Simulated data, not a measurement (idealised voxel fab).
You're looking at the process module voxel double patterning.
Cross-section cut spans 215 nm and uses square cells 5 nm in size.
A cross-section in this document is a grid of square cells, and it is written down as bands, the top band listed before the ones below it; a band is made up of one or more rows of cells. Basically the band line says how high the top is and how high the bottom is, in nm, and then what's in it from left to right, every material with its width in nm. Empty space shows up as "empty", and if a single material carries "full width" it runs the full band edge to edge. Counting heights begins at 0, where everything beneath is, in the wafer as received, one material. The lowest band has no bottom; it goes on downwards, as "0 nm and below" shows. When a width is written as two numbers, as in "30..40", the first number is the width in the top row of cells of the band and the second is the width in its bottom row, and the width changes by the same amount from each row to the next. Step note "no modification" = no cross-section cell changed. Reported under the label "Enclosed internal voids" are the empty spaces having no open way to the top and comprising 8 cells or more; the notation for each is width x height at distance, in which the distance is measured from the left edge and all three values are in nm. after a step's settings: what the simulator itself notes on the step. overlay nm: for a step with a mask, the amount by which the mask lay right of where it was planned; a negative amount means left of it.

Steps in the process plan:
1,RECEIVE, material Si
2,CONFORMAL_DEP, material SiO2, thk nm 10
3,DIRECTIONAL_DEP, material polySi, thk nm 10
4,DIRECTIONAL_DEP, material SiN, thk nm 5
5,DIRECTIONAL_DEP, material aC, thk nm 15
6,PATTERN, tone open, mask id FIRST, material resist, width nm 15, pitch nm 50, thk nm 30, overlay nm 0
7,DIRECTIONAL_ETCH, etch materials aC, depth nm 15
8,STRIP, etch materials resist
9,DIRECTIONAL_ETCH, etch materials SiN, depth nm 5
10,STRIP, etch materials aC
11,MASKED_ETCH, tone open, mask id SECOND, width nm 15, etch materials SiN, depth nm 5, overlay nm 0
12,DIRECTIONAL_ETCH, etch materials polySi, depth nm 10
13,STRIP, etch materials SiN

First wafer, two in total, run as planned:

Cross-section, incoming material, after step 1:
    0 nm and below | Si full width
    Enclosed internal voids: none

Cross-section of the wafer after step 2:
    10 nm to 0 nm | SiO2 full width
    Everything under 0 stays put, no change at all.

Cross-section of the wafer after step 3:
    20 nm to 10 nm | polySi full width
    Everything under 10 stays put, no change at all.

Cross-section of the wafer after step 4:
    25 nm to 20 nm | SiN full width
    Everything under 20 stays put, no change at all.

Cross-section of the wafer after step 5:
    40 nm to 25 nm | aC full width
    Everything under 25 stays put, no change at all.

Cross-section of the wafer after step 6:
    70 nm to 40 nm | resist: 75 / empty: 15 / resist: 35 / empty: 15 / resist: 75
    Everything under 40 stays put, no change at all.

Cross-section of the wafer after step 7:
    55 nm to 40 nm | resist: 75 / empty: 15 / resist: 35 / empty: 15 / resist: 75
    40 nm to 25 nm | aC: 75 / empty: 15 / aC: 35 / empty: 15 / aC: 75
    Everything under 25 stays put, no change at all.

Cross-section of the wafer after step 8:
    40 nm to 25 nm | aC: 75 / empty: 15 / aC: 35 / empty: 15 / aC: 75
    Everything under 25 stays put, no change at all.

Cross-section of the wafer after step 9:
    40 nm to 25 nm | aC: 75 / empty: 15 / aC: 35 / empty: 15 / aC: 75
    25 nm to 20 nm | SiN: 75 / empty: 15 / SiN: 35 / empty: 15 / SiN: 75
    Everything under 20 stays put, no change at all.

Cross-section of the wafer after step 10:
    25 nm to 20 nm | SiN: 75 / empty: 15 / SiN: 35 / empty: 15 / SiN: 75
    Everything under 20 stays put, no change at all.

Cross-section of the wafer after step 11:
    25 nm to 20 nm | SiN: 75 / empty: 15 / SiN: 10 / empty: 15 / SiN: 10 / empty: 15 / SiN: 75
    Everything under 20 stays put, no change at all.

Cross-section of the wafer after step 12:
    25 nm to 20 nm | SiN: 75 / empty: 15 / SiN: 10 / empty: 15 / SiN: 10 / empty: 15 / SiN: 75
    20 nm to 10 nm | polySi: 75 / empty: 15 / polySi: 10 / empty: 15 / polySi: 10 / empty: 15 / polySi: 75
    Everything under 10 stays put, no change at all.

Cross-section of the wafer after step 13:
    20 nm to 10 nm | polySi: 75 / empty: 15 / polySi: 10 / empty: 15 / polySi: 10 / empty: 15 / polySi: 75
    Everything under 10 stays put, no change at all.

Notes, second wafer: start = first wafer's, plan = first wafer's, execution had one mistake; history identical to first through step 10:

Second wafer: cross-section at the scheduled end of step 11:
    25 nm to 20 nm | SiN: 75 / empty: 30 / SiN: 20 / empty: 15 / SiN: 75
    Everything under 20 stays put, no change at all.

Second wafer: cross-section at the scheduled end of step 12:
    25 nm to 20 nm | SiN: 75 / empty: 30 / SiN: 20 / empty: 15 / SiN: 75
    20 nm to 10 nm | polySi: 75 / empty: 30 / polySi: 20 / empty: 15 / polySi: 75
    Everything under 10 stays put, no change at all.

Second wafer: cross-section at the scheduled end of step 13:
    20 nm to 10 nm | polySi: 75 / empty: 30 / polySi: 20 / empty: 15 / polySi: 75
    Everything under 10 stays put, no change at all.
Deviation noted in wafer processing: step 11 was processed under conditions differing from the plan, specifically as MASKED_ETCH, tone open, mask id SECOND, width nm 15, etch materials SiN, depth nm 5, overlay nm -10
Heads up: at the end the two wafers have identical cell counts per material, they're just laid out differently.
